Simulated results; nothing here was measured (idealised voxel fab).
Presented below is a process module, voxel spacer lines.
Xsec cut, 230 nm wide, square cell size 5 nm.
The cross-sections in this document take the form of a grid made of square cells. They are written out as bands, in order from top to bottom. Each band consists of one or more rows of cells.
The entry gives the band's vertical extent as a top height and a bottom height in nm, then its horizontal make-up as materials from left to right, each with a width in nm. "air" stands for empty space; a single material marked "full width" fills the band edge to edge.
Height is counted from the level 0, under which the received wafer is composed throughout of one material. The lowest of the bands is not closed at the bottom but continues downward, in the notation "top 0, no bottom".
A width given as "30 to 40" starts at the first number in the band's top row and ends at the second number in its bottom row, shifting by an equal amount at every step from row to row.
No cell of the cross-section changed in a step that is given as "left unchanged".
Any empty space of 8 cells or more lacking an open way to the top shows up in "Sealed internal voids" as width x height at distance, distance from the left edge, in nm.
Note: text after step settings on the step line = simulator remark on that step.
overlay nm: step with mask; distance mask lay right of planned place; negative value = left of planned place.
Listed below are the process steps as planned:
1 op RECEIVE | material Si
2 op CONFORMAL_DEP | material SiO2 | thk nm 5
3 op DIRECTIONAL_DEP | material polySi | thk nm 10
4 op DIRECTIONAL_DEP | material aC | thk nm 20
5 op PATTERN | tone cover | mask id MANDREL | material resist | width nm 20 | pitch nm 70 | thk nm 25 | overlay nm 0
6 op DIRECTIONAL_ETCH | etch materials aC | depth nm 20
7 op STRIP | etch materials resist
8 op CONFORMAL_DEP | material SiN | thk nm 15
9 op DIRECTIONAL_ETCH | etch materials SiN | depth nm 15
10 op STRIP | etch materials aC
11 op DIRECTIONAL_ETCH | etch materials polySi | depth nm 10
12 op STRIP | etch materials SiN
13 op FILL_DEP | material lowk | thk nm 10
14 op CMP | height nm 15
So, the first of our two wafers, run just as we planned it:
Delivered wafer in cross-section: state after step 1:
> top 0, no bottom: Si full width
> Sealed internal voids: none
Upon completion of step 2, the wafer appears in cross-section as shown:
> top 5, bottom 0: SiO2 full width
> Whatever lies below 0 is exactly as it was before.
Upon completion of step 3, the wafer appears in cross-section as shown:
> top 15, bottom 5: polySi full width
> Whatever lies below 5 is exactly as it was before.
Upon completion of step 4, the wafer appears in cross-section as shown:
> top 35, bottom 15: aC full width
> Whatever lies below 15 is exactly as it was before.
Upon completion of step 5, the wafer appears in cross-section as shown:
> top 60, bottom 35: air=70 | resist=20 | air=50 | resist=20 | air=70
> Whatever lies below 35 is exactly as it was before.
Upon completion of step 6, the wafer appears in cross-section as shown:
> top 40, bottom 35: air=70 | resist=20 | air=50 | resist=20 | air=70
> top 35, bottom 15: air=70 | aC=20 | air=50 | aC=20 | air=70
> Whatever lies below 15 is exactly as it was before.
Upon completion of step 7, the wafer appears in cross-section as shown:
> top 35, bottom 15: air=70 | aC=20 | air=50 | aC=20 | air=70
> Whatever lies below 15 is exactly as it was before.
Upon completion of step 8, the wafer appears in cross-section as shown:
> top 50, bottom 35: air=55 | SiN=50 | air=20 | SiN=50 | air=55
> top 35, bottom 30: air=55 | SiN=15 | aC=20 | SiN=15 | air=20 | SiN=15 | aC=20 | SiN=15 | air=55
> top 30, bottom 15: SiN=70 | aC=20 | SiN=50 | aC=20 | SiN=70
> Whatever lies below 15 is exactly as it was before.
Upon completion of step 9, the wafer appears in cross-section as shown:
> top 35, bottom 15: air=55 | SiN=15 | aC=20 | SiN=15 | air=20 | SiN=15 | aC=20 | SiN=15 | air=55
> Whatever lies below 15 is exactly as it was before.
Upon completion of step 10, the wafer appears in cross-section as shown:
> top 35, bottom 15: air=55 | SiN=15 | air=20 | SiN=15 | air=20 | SiN=15 | air=20 | SiN=15 | air=55
> Whatever lies below 15 is exactly as it was before.
Upon completion of step 11, the wafer appears in cross-section as shown:
> top 35, bottom 15: air=55 | SiN=15 | air=20 | SiN=15 | air=20 | SiN=15 | air=20 | SiN=15 | air=55
> top 15, bottom 5: air=55 | polySi=15 | air=20 | polySi=15 | air=20 | polySi=15 | air=20 | polySi=15 | air=55
> Whatever lies below 5 is exactly as it was before.
Upon completion of step 12, the wafer appears in cross-section as shown:
> top 15, bottom 5: air=55 | polySi=15 | air=20 | polySi=15 | air=20 | polySi=15 | air=20 | polySi=15 | air=55
> Whatever lies below 5 is exactly as it was before.
Upon completion of step 13, the wafer appears in cross-section as shown:
> top 25, bottom 15: lowk full width
> top 15, bottom 5: lowk=55 | polySi=15 | lowk=20 | polySi=15 | lowk=20 | polySi=15 | lowk=20 | polySi=15 | lowk=55
> Whatever lies below 5 is exactly as it was before.
Upon completion of step 14, the wafer appears in cross-section as shown:
> top 15, bottom 5: lowk=55 | polySi=15 | lowk=20 | polySi=15 | lowk=20 | polySi=15 | lowk=20 | polySi=15 | lowk=55
> Whatever lies below 5 is exactly as it was before.
The second wafer: identical to the first at the outset and in its planned sequence, differing only in that one mistake was made during processing; up to and including step 1, its path is the first wafer's path:
Planned end of step 2: second wafer, cross-section:
> top 10, bottom 0: polySi full width
> Whatever lies below 0 is exactly as it was before.
Planned end of step 3: second wafer, cross-section:
> top 15, bottom 10: SiO2 full width
> Whatever lies below 10 is exactly as it was before.
Planned end of step 4: second wafer, cross-section:
> top 35, bottom 15: aC full width
> Whatever lies below 15 is exactly as it was before.
Planned end of step 5: second wafer, cross-section:
> top 60, bottom 35: air=70 | resist=20 | air=50 | resist=20 | air=70
> Whatever lies below 35 is exactly as it was before.
Planned end of step 6: second wafer, cross-section:
> top 40, bottom 35: air=70 | resist=20 | air=50 | resist=20 | air=70
> top 35, bottom 15: air=70 | aC=20 | air=50 | aC=20 | air=70
> Whatever lies below 15 is exactly as it was before.
Planned end of step 7: second wafer, cross-section:
> top 35, bottom 15: air=70 | aC=20 | air=50 | aC=20 | air=70
> Whatever lies below 15 is exactly as it was before.
Planned end of step 8: second wafer, cross-section:
> top 50, bottom 35: air=55 | SiN=50 | air=20 | SiN=50 | air=55
> top 35, bottom 30: air=55 | SiN=15 | aC=20 | SiN=15 | air=20 | SiN=15 | aC=20 | SiN=15 | air=55
> top 30, bottom 15: SiN=70 | aC=20 | SiN=50 | aC=20 | SiN=70
> Whatever lies below 15 is exactly as it was before.
Planned end of step 9: second wafer, cross-section:
> top 35, bottom 15: air=55 | SiN=15 | aC=20 | SiN=15 | air=20 | SiN=15 | aC=20 | SiN=15 | air=55
> Whatever lies below 15 is exactly as it was before.
Planned end of step 10: second wafer, cross-section:
> top 35, bottom 15: air=55 | SiN=15 | air=20 | SiN=15 | air=20 | SiN=15 | air=20 | SiN=15 | air=55
> Whatever lies below 15 is exactly as it was before.
Planned end of step 11: second wafer, cross-section: left unchanged
Planned end of step 12: second wafer, cross-section:
> top 15, bottom 10: SiO2 full width
> Whatever lies below 10 is exactly as it was before.
Planned end of step 13: second wafer, cross-section:
> top 25, bottom 15: lowk full width
> Whatever lies below 15 is exactly as it was before.
Planned end of step 14: second wafer, cross-section:
> top 15, bottom 10: SiO2 full width
> Whatever lies below 10 is exactly as it was before.
Against the plan, the run slipped here: the run placed steps 2 and 3 each in the position the plan gave to the other
Cell-count delta at end, second wafer over first, by material: 68 fewer of lowk; 68 more of polySi
